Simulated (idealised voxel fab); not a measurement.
Process module name: voxel transistor to metal
The cross-section shown here is cut; it is 295 nm wide and divided into square cells measuring 5 nm on a side.
Cross-section layout: square cells on a grid; listed as bands, top to bottom; a band spans one or more cell rows.
It is stipulated that each band's entry specify, in nanometres, the height of the top of the band and then that of its bottom, followed by the materials of the band in left-to-right sequence, each together with its width in nanometres. A single material marked by the word "full width" is understood to fill the band from edge to edge; the word "empty" is understood to denote empty space.
Measure heights from 0. That's the level where, below it, the as-received wafer is all one material. The lowest band is bottomless and extends downward; write it as in "0 -> down".
The expression "30..40" gives the width at the extremes of the band, the first number at its top row of cells and the second at its bottom row, with the width changing by equal amounts from each row to the next in between.
A step reported as "no change" is a step in which no cell of the cross-section changed.
You'll see "Fully enclosed voids" listing empty spaces that have no way open to the top, as long as they're 8 cells or more; the notation is width x height at distance, where the distance is from the left edge, and all of it is in nm.
Text after the settings on a step's line: the simulator's own remark on that step.
Regarding "overlay nm": on a step with a mask, it is the distance the mask lay to the right of its planned place; a negative value places it to the left.

The following list gives the planned process steps:
1: RECEIVE with material Si
2: CONFORMAL_DEP with material SiO2, thk nm 5
3: CONFORMAL_DEP with material SiN, thk nm 10
4: DIRECTIONAL_DEP with material aC, thk nm 15
5: PATTERN with tone cover, mask id ACTIVE, material resist, width nm 115, pitch nm 145, thk nm 30, overlay nm 0
6: DIRECTIONAL_ETCH with etch materials aC, depth nm 15
7: STRIP with etch materials resist
8: DIRECTIONAL_ETCH with etch materials SiN, depth nm 10
9: DIRECTIONAL_ETCH with etch materials SiO2, depth nm 5
10: DIRECTIONAL_ETCH with etch materials Si, depth nm 30
11: STRIP with etch materials aC
12: OXIDIZE with depth nm 5
13: FILL_DEP with material SiO2, thk nm 5
14: CMP with height nm 15
15: SELECTIVE_ETCH with etch materials SiO2, depth nm 10
16: STRIP with etch materials SiN
17: SELECTIVE_ETCH with etch materials SiO2, depth nm 5
18: OXIDIZE with depth nm 5
19: DIRECTIONAL_DEP with material polySi, thk nm 20
20: DIRECTIONAL_DEP with material SiCN, thk nm 10
21: DIRECTIONAL_DEP with material aC, thk nm 15
22: PATTERN with tone cover, mask id GATE, material resist, width nm 25, pitch nm 145, thk nm 30, overlay nm 0
23: DIRECTIONAL_ETCH with etch materials aC, depth nm 15
24: STRIP with etch materials resist
25: DIRECTIONAL_ETCH with etch materials SiCN, depth nm 20
26: DIRECTIONAL_ETCH with etch materials polySi, depth nm 30
27: STRIP with etch materials aC
28: CONFORMAL_DEP with material SiN, thk nm 5
29: DIRECTIONAL_ETCH with etch materials SiN, depth nm 5
30: DIRECTIONAL_ETCH with etch materials SiO2, depth nm 5
31: DIRECTIONAL_ETCH with etch materials Si, depth nm 5
32: EPI with material pSi, thk nm 5
33: FILL_DEP with material SiO2, thk nm 5
34: CMP with height nm 20
35: STRIP with etch materials polySi
36: SELECTIVE_ETCH with etch materials SiO2, depth nm 5
37: CONFORMAL_DEP with material HfO2, thk nm 5
38: CONFORMAL_DEP with material TiN, thk nm 5
39: FILL_DEP with material W, thk nm 10
40: CMP with height nm 15
41: DIRECTIONAL_DEP with material SiO2, thk nm 10
42: PATTERN with tone open, mask id CONTACT, material resist, width nm 20, thk nm 15, overlay nm 0
43: DIRECTIONAL_ETCH with etch materials SiO2, depth nm 30
44: STRIP with etch materials resist
45: CONFORMAL_DEP with material TiN, thk nm 5
46: FILL_DEP with material W, thk nm 5
47: CMP with height nm 25
48: CONFORMAL_DEP with material SiN, thk nm 5
49: DIRECTIONAL_DEP with material lowk, thk nm 20
50: MASKED_ETCH with tone open, mask id METAL_1, width nm 20, etch materials lowk, depth nm 20, overlay nm 0
51: MASKED_ETCH with tone open, mask id METAL_1, width nm 20, etch materials SiN, depth nm 5, overlay nm 0
52: CONFORMAL_DEP with material TiN, thk nm 5
53: FILL_DEP with material Cu, thk nm 5
54: CMP with height nm 50
55: EPI with material Ru, thk nm 5
56: FILL_DEP with material SiCN, thk nm 5
57: DIRECTIONAL_DEP with material lowk, thk nm 25
58: MASKED_ETCH with tone open, mask id METAL_2_HOLES, width nm 15, pitch nm 145, etch materials lowk, depth nm 25, overlay nm 0
59: DIRECTIONAL_DEP with material aC, thk nm 15
60: PATTERN with tone open, mask id METAL_2, material resist, width nm 20, pitch nm 145, thk nm 35, overlay nm 0
61: DIRECTIONAL_ETCH with etch materials aC, depth nm 15
62: STRIP with etch materials resist
63: DIRECTIONAL_ETCH with etch materials lowk, depth nm 15
64: DIRECTIONAL_ETCH with etch materials SiCN, depth nm 5
65: STRIP with etch materials aC
66: CONFORMAL_DEP with material TiN, thk nm 5
67: FILL_DEP with material Cu, thk nm 10
68: CMP with height nm 85
69: CONFORMAL_DEP with material SiN, thk nm 5

Cross-section: wafer on arrival = after step 1:
  0 -> down | Si full width
  Fully enclosed voids: none

End state of the module in cross-section, given the above starting point and plan and one mistake in execution:
  90 -> 85 | SiN full width
  85 -> 75 | lowk (25); TiN (5); Cu (10); TiN (5); lowk (125); TiN (5); Cu (10); TiN (5); lowk (105)
  75 -> 70 | lowk (25); TiN (5); Cu (5); TiN (10); lowk (125); TiN (5); Cu (5); TiN (10); lowk (105)
  70 -> 60 | lowk (25); TiN (5); Cu (5); TiN (5); lowk (130); TiN (5); Cu (5); TiN (5); lowk (110)
  60 -> 55 | SiCN (25); TiN (15); SiCN (130); TiN (15); SiCN (110)
  55 -> 50 | SiCN (20); Ru (30); SiCN (45); Ru (30); SiCN (40); Ru (30); SiCN (45); Ru (30); SiCN (25)
  50 -> 30 | lowk (25); TiN (5); Cu (10); TiN (5); lowk (55); TiN (5); Cu (10); TiN (5); lowk (50); TiN (5); Cu (10); TiN (5); lowk (55); TiN (5); Cu (10); TiN (5); lowk (30)
  30 -> 25 | SiN (25); TiN (20); SiN (55); TiN (20); SiN (50); TiN (20); SiN (55); TiN (20); SiN (30)
  25 -> 15 | SiO2 (25); TiN (5); W (10); TiN (5); SiO2 (55); TiN (5); W (10); TiN (5); SiO2 (50); TiN (5); W (10); TiN (5); SiO2 (55); TiN (5); W (10); TiN (5); SiO2 (30)
  15 -> 5 | SiO2 (25); TiN (5); W (10); TiN (5); SiO2 (10); SiN (5); TiN (5); HfO2 (5); W (5); HfO2 (5); TiN (5); SiN (5); SiO2 (10); TiN (5); W (10); TiN (5); SiO2 (50); TiN (5); W (10); TiN (5); SiO2 (10); SiN (5); TiN (5); HfO2 (5); W (5); HfO2 (5); TiN (5); SiN (5); SiO2 (10); TiN (5); W (10); TiN (5); SiO2 (30)
  5 -> 0 | SiO2 (25); TiN (5); W (10); TiN (5); SiO2 (10); SiN (5); TiN (5); HfO2 (15); TiN (5); SiN (5); SiO2 (10); TiN (5); W (10); TiN (5); SiO2 (50); TiN (5); W (10); TiN (5); SiO2 (10); SiN (5); TiN (5); HfO2 (15); TiN (5); SiN (5); SiO2 (10); TiN (5); W (10); TiN (5); SiO2 (30)
  0 -> -5 | SiO2 (25); TiN (20); SiO2 (5); pSi (5); TiN (35); pSi (5); SiO2 (5); TiN (20); SiO2 (50); TiN (20); SiO2 (5); pSi (5); TiN (35); pSi (5); SiO2 (5); TiN (20); SiO2 (30)
  -5 -> -10 | SiO2 (20); pSi (35); Si (35); pSi (35); SiO2 (40); pSi (35); Si (35); pSi (35); SiO2 (25)
  -10 -> -35 | SiO2 (20); Si (105); SiO2 (40); Si (105); SiO2 (25)
  -35 -> down | Si full width
  Fully enclosed voids: none
Deviation noted in wafer processing: steps 37 and 38 of the plan were run in the wrong order, each in the other's place
